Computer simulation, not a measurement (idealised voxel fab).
The name of this process module is voxel lift off.
Displayed cross-section: cut, width of 290 nm, square cells sized 5 nm.
Cross-section layout: square cells on a grid; listed as bands, top to bottom; a band spans one or more cell rows. Top, bottom (nm), then materials left to right with widths (nm); lone material tagged "throughout" fills the whole band edge to edge; "empty" = empty space. The reference from which all heights are counted is 0, the level beneath which the as-received wafer is entirely one material; the lowest band, having no lower bound, proceeds downward and is written after the example "0 down". When a width is written as two numbers, as in "30->40", the first number is the width in the top row of cells of the band and the second is the width in its bottom row, and the width changes by the same amount from each row to the next. "no alteration", as given for a step, is the statement that not any cell of the cross-section underwent a change during that step. The list in "Unvented cavities" covers empty spaces of 8 cells or more that cannot reach the top through any open way, and it gives each as width x height at distance; the distance is from the left edge, and width, height and distance are in nm. Heads up: the bit after the settings on a step's line is the simulator's remark on that step. The optional step-line setting "overlay nm" applies to steps with a mask and quantifies how far to the right of its planned location the mask lay, a negative value indicating leftward placement.

**plan**
1 RECEIVE, material Si
2 CONFORMAL_DEP, material SiN, thk nm 15
3 PATTERN, tone open, mask id LINES, material resist, width nm 15, pitch nm 35, thk nm 15, overlay nm 0
4 DIRECTIONAL_DEP, material Ru, thk nm 5
5 STRIP, etch materials resist
6 CONFORMAL_DEP, material SiCN, thk nm 10

**Step 1 complete: cross-section of the wafer as received**
- 0 down  Si throughout
- Unvented cavities: none

**Here's the cross-section of the first of our two wafers at the end of the module - it ran as planned**
- 30 to 25  empty 75 nm; SiCN 140 nm; empty 75 nm
- 25 to 20  SiCN throughout
- 20 to 15  SiCN 85 nm; Ru 15 nm; SiCN 20 nm; Ru 15 nm; SiCN 20 nm; Ru 15 nm; SiCN 20 nm; Ru 15 nm; SiCN 85 nm
- 15 to 0  SiN throughout
- 0 down  Si throughout
- Unvented cavities: none

**Here is the second of the two wafers cut open at the end of the module - same start, same plan as the first one, but we made one mistake running it**
- 30 to 25  empty 75 nm; SiCN 140 nm; empty 75 nm
- 25 to 20  SiCN throughout
- 20 to 15  SiCN 85 nm; Ru 15 nm; SiCN 20 nm; Ru 15 nm; SiCN 20 nm; Ru 15 nm; SiCN 20 nm; Ru 15 nm; SiCN 85 nm
- 15 to 0  SiCN throughout
- 0 down  Si throughout
- Unvented cavities: none
Run error: step 2 ran as: CONFORMAL_DEP, material SiCN, thk nm 15
Final difference in cells, second wafer against first, listed per material as more or fewer: 174 more of SiCN, 174 fewer of SiN
